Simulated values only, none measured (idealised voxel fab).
process module | voxel gate over fins
cross-section cut | 165 nm wide | cells 5 nm
A cross-section is a grid of square cells, given in bands from the top down. A band is one or more rows of cells.
Each band's line starts with the height of the band's top and of its bottom, in nm. Then come its materials from left to right, each with its width in nm. One material with "throughout" fills the band from edge to edge. "air" is empty space.
Height 0 is the level under which the wafer as received is all one material. The lowest band goes on downwards, as in "0 down".
A width such as "30 to 40" changes by the same amount from each row of cells to the next, from the band's top row to its bottom row.
"no change" after a step means that no cell of the cross-section changed.
closed voids: empty space of 8 cells or more with no open way to the top, each as width x height at its distance from the left edge, in nm
after a step's settings: what the simulator itself notes on the step
overlay nm, on a step with a mask: how far to the right of its planned place the mask lay; to the left if negative
plan
1 op RECEIVE | material Si
2 op CONFORMAL_DEP | material SiN | thk nm 5
3 op PATTERN | tone cover | mask id FINS | material resist | width nm 15 | pitch nm 60 | thk nm 20 | overlay nm 0
4 op DIRECTIONAL_ETCH | etch materials SiN | depth nm 5
5 op DIRECTIONAL_ETCH | etch materials Si | depth nm 30
6 op STRIP | etch materials resist
7 op OXIDIZE | depth nm 5
8 op FILL_DEP | material SiO2 | thk nm 5
9 op CMP | height nm 5
10 op MASKED_ETCH | tone open | mask id RAIL | width nm 15 | etch materials SiO2 | depth nm 30 | overlay nm 0
11 op CONFORMAL_DEP | material TiN | thk nm 5
12 op FILL_DEP | material W | thk nm 10
13 op CMP | height nm 5
14 op SELECTIVE_ETCH | etch materials W Ru TiN | depth nm 25
15 op FILL_DEP | material SiO2 | thk nm 5
16 op CMP | height nm 5
17 op SELECTIVE_ETCH | etch materials SiO2 | depth nm 20
18 op STRIP | etch materials SiN
19 op CONFORMAL_DEP | material HfO2 | thk nm 5
20 op CONFORMAL_DEP | material TiN | thk nm 5
21 op FILL_DEP | material W | thk nm 15
22 op CMP | height nm 20
23 op CONFORMAL_DEP | material SiN | thk nm 10
as received, after step 1
  0 down: Si throughout
  closed voids: none
first wafer at the end, as planned
  30 to 20: SiN throughout
  20 to 10: W throughout
  10 to 5: W 10 | TiN 25 | W 35 | TiN 25 | W 35 | TiN 25 | W 10
  5 to 0: W 10 | TiN 5 | HfO2 15 | TiN 5 | W 35 | TiN 5 | HfO2 15 | TiN 5 | W 35 | TiN 5 | HfO2 15 | TiN 5 | W 10
  0 to -5: W 10 | TiN 5 | HfO2 5 | Si 5 | HfO2 5 | TiN 5 | W 35 | TiN 5 | HfO2 5 | Si 5 | HfO2 5 | TiN 5 | W 35 | TiN 5 | HfO2 5 | Si 5 | HfO2 5 | TiN 5 | W 10
  -5 to -10: TiN 15 | HfO2 5 | Si 5 | HfO2 5 | TiN 45 | HfO2 5 | Si 5 | HfO2 5 | TiN 45 | HfO2 5 | Si 5 | HfO2 5 | TiN 15
  -10 to -15: HfO2 20 | Si 5 | HfO2 55 | Si 5 | HfO2 55 | Si 5 | HfO2 20
  -15 to -20: SiO2 20 | Si 5 | SiO2 55 | Si 5 | SiO2 55 | Si 5 | SiO2 20
  -20 to -25: SiO2 20 | Si 5 | SiO2 20 | TiN 15 | SiO2 20 | Si 5 | SiO2 55 | Si 5 | SiO2 20
  -25 to -35: SiO2 20 | Si 5 | SiO2 55 | Si 5 | SiO2 55 | Si 5 | SiO2 20
  -35 down: Si throughout
  closed voids: none
second wafer at the end: like start, like plan, one mistake
  30 to 20: SiN throughout
  20 to 10: W throughout
  10 to 5: W 10 | TiN 25 | W 35 | TiN 25 | W 35 | TiN 25 | W 10
  5 to 0: W 10 | TiN 5 | HfO2 15 | TiN 5 | W 35 | TiN 5 | HfO2 15 | TiN 5 | W 35 | TiN 5 | HfO2 15 | TiN 5 | W 10
  0 to -5: W 10 | TiN 5 | HfO2 5 | Si 5 | HfO2 5 | TiN 5 | W 35 | TiN 5 | HfO2 5 | Si 5 | HfO2 5 | TiN 5 | W 35 | TiN 5 | HfO2 5 | Si 5 | HfO2 5 | TiN 5 | W 10
  -5 to -10: TiN 15 | HfO2 5 | Si 5 | HfO2 5 | TiN 45 | HfO2 5 | Si 5 | HfO2 5 | TiN 45 | HfO2 5 | Si 5 | HfO2 5 | TiN 15
  -10 to -15: HfO2 20 | Si 5 | HfO2 55 | Si 5 | HfO2 55 | Si 5 | HfO2 20
  -15 to -20: SiO2 20 | Si 5 | SiO2 55 | Si 5 | SiO2 55 | Si 5 | SiO2 20
  -20 to -25: SiO2 20 | Si 5 | SiO2 15 | TiN 25 | SiO2 15 | Si 5 | SiO2 55 | Si 5 | SiO2 20
  -25 to -35: SiO2 20 | Si 5 | SiO2 55 | Si 5 | SiO2 55 | Si 5 | SiO2 20
  -35 down: Si throughout
  closed voids: none
what went wrong: step 10 ran as: op MASKED_ETCH | tone open | mask id RAIL | width nm 25 | etch materials SiO2 | depth nm 30 | overlay nm 0
at the end the second wafer has, in cells: 2 fewer of SiO2 | 2 more of TiN
